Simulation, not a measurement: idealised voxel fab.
process module | voxel fin reveal
cross-section cut | 245 nm wide | cells 5 nm
A cross-section is a grid of square cells, given in bands from the top down. A band is one or more rows of cells.
Each band's line starts with the height of the band's top and of its bottom, in nm. Then come its materials from left to right, each with its width in nm. One material with "throughout" fills the band from edge to edge. "air" is empty space.
Height 0 is the level under which the wafer as received is all one material. The lowest band goes on downwards, as in "0 down".
A width such as "30 to 40" changes by the same amount from each row of cells to the next, from the band's top row to its bottom row.
"no change" after a step means that no cell of the cross-section changed.
closed voids: empty space of 8 cells or more with no open way to the top, each as width x height at its distance from the left edge, in nm
after a step's settings: what the simulator itself notes on the step
overlay nm, on a step with a mask: how far to the right of its planned place the mask lay; to the left if negative
plan
1 op RECEIVE | material Si
2 op CONFORMAL_DEP | material SiN | thk nm 10
3 op PATTERN | tone cover | mask id FINS | material resist | width nm 15 | pitch nm 40 | thk nm 15 | overlay nm 0
4 op DIRECTIONAL_ETCH | etch materials SiN | depth nm 10
5 op DIRECTIONAL_ETCH | etch materials Si | depth nm 40
6 op STRIP | etch materials resist
7 op OXIDIZE | depth nm 5
8 op FILL_DEP | material SiO2 | thk nm 10
9 op CMP | height nm 10
10 op SELECTIVE_ETCH | etch materials SiO2 | depth nm 35
11 op STRIP | etch materials SiN
12 op CONFORMAL_DEP | material HfO2 | thk nm 5
varied across the wafers: width nm of step 3. The plan shows the first wafer's value. All wafers start alike
first wafer as received, after step 1
  0 down: Si throughout
  closed voids: none
first wafer at the end, after step 12
  5 to 0: air 75 | HfO2 15 | air 25 | HfO2 15 | air 25 | HfO2 15 | air 75
  0 to -20: air 75 | HfO2 5 | Si 5 | HfO2 5 | air 25 | HfO2 5 | Si 5 | HfO2 5 | air 25 | HfO2 5 | Si 5 | HfO2 5 | air 75
  -20 to -25: HfO2 80 | Si 5 | HfO2 35 | Si 5 | HfO2 35 | Si 5 | HfO2 80
  -25 to -45: SiO2 80 | Si 5 | SiO2 35 | Si 5 | SiO2 35 | Si 5 | SiO2 80
  -45 down: Si throughout
  closed voids: none
last wafer at the end
  5 to 0: air 70 | HfO2 25 | air 15 | HfO2 25 | air 15 | HfO2 25 | air 70
  0 to -20: air 70 | HfO2 5 | Si 15 | HfO2 5 | air 15 | HfO2 5 | Si 15 | HfO2 5 | air 15 | HfO2 5 | Si 15 | HfO2 5 | air 70
  -20 to -25: HfO2 75 | Si 15 | HfO2 25 | Si 15 | HfO2 25 | Si 15 | HfO2 75
  -25 to -45: SiO2 75 | Si 15 | SiO2 25 | Si 15 | SiO2 25 | Si 15 | SiO2 75
  -45 down: Si throughout
  closed voids: none
each wafer at the end: cells of each material gained (+) or lost (-) since it was received, then its closed voids
width nm 15 | +79 HfO2 | -414 Si | +184 SiO2 | closed voids: none
width nm 20 | +79 HfO2 | -387 Si | +172 SiO2 | closed voids: none
width nm 25 | +79 HfO2 | -360 Si | +160 SiO2 | closed voids: none
